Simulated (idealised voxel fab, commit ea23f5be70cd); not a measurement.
process module | voxel spacer lines
cross-section cut | 225 nm wide | cells 5 nm
A cross-section is a grid of square cells, given in bands from the top down. A band is one or more rows of cells.
Each band's line starts with the height of the band's top and of its bottom, in nm. Then come its materials from left to right, each with its width in nm. One material with "throughout" fills the band from edge to edge. "air" is empty space.
Height 0 is the level under which the wafer as received is all one material. The lowest band goes on downwards, as in "0 down".
A width such as "30 to 40" changes by the same amount from each row of cells to the next, from the band's top row to its bottom row.
"no change" after a step means that no cell of the cross-section changed.
closed voids: empty space of 8 cells or more with no open way to the top, each as width x height at its distance from the left edge, in nm
after a step's settings: what the simulator itself notes on the step
overlay nm, on a step with a mask: how far to the right of its planned place the mask lay; to the left if negative
plan
1 op RECEIVE | material Si
2 op CONFORMAL_DEP | material SiO2 | thk nm 10
3 op DIRECTIONAL_DEP | material W | thk nm 15
4 op DIRECTIONAL_DEP | material aC | thk nm 25
5 op PATTERN | tone cover | mask id MANDREL | material resist | width nm 25 | pitch nm 70 | thk nm 35 | overlay nm -15
6 op DIRECTIONAL_ETCH | etch materials aC | depth nm 25
7 op STRIP | etch materials resist
8 op CONFORMAL_DEP | material SiN | thk nm 10
9 op DIRECTIONAL_ETCH | etch materials SiN | depth nm 10
10 op STRIP | etch materials aC
11 op DIRECTIONAL_ETCH | etch materials W | depth nm 15
12 op STRIP | etch materials SiN
varied across the wafers: overlay nm of step 5. The plan shows the first wafer's value. All wafers start alike
first wafer as received, after step 1
  0 down: Si throughout
  closed voids: none
each wafer at the end: cells of each material gained (+) or lost (-) since it was received, then its closed voids
overlay nm -15 | +90 SiO2 | +36 W | closed voids: none
overlay nm -10 | +90 SiO2 | +36 W | closed voids: none
overlay nm -5 | +90 SiO2 | +36 W | closed voids: none
overlay nm 0 | +90 SiO2 | +36 W | closed voids: none
overlay nm 5 | +90 SiO2 | +36 W | closed voids: none
overlay nm 10 | +90 SiO2 | +36 W | closed voids: none
overlay nm 15 | +90 SiO2 | +36 W | closed voids: none
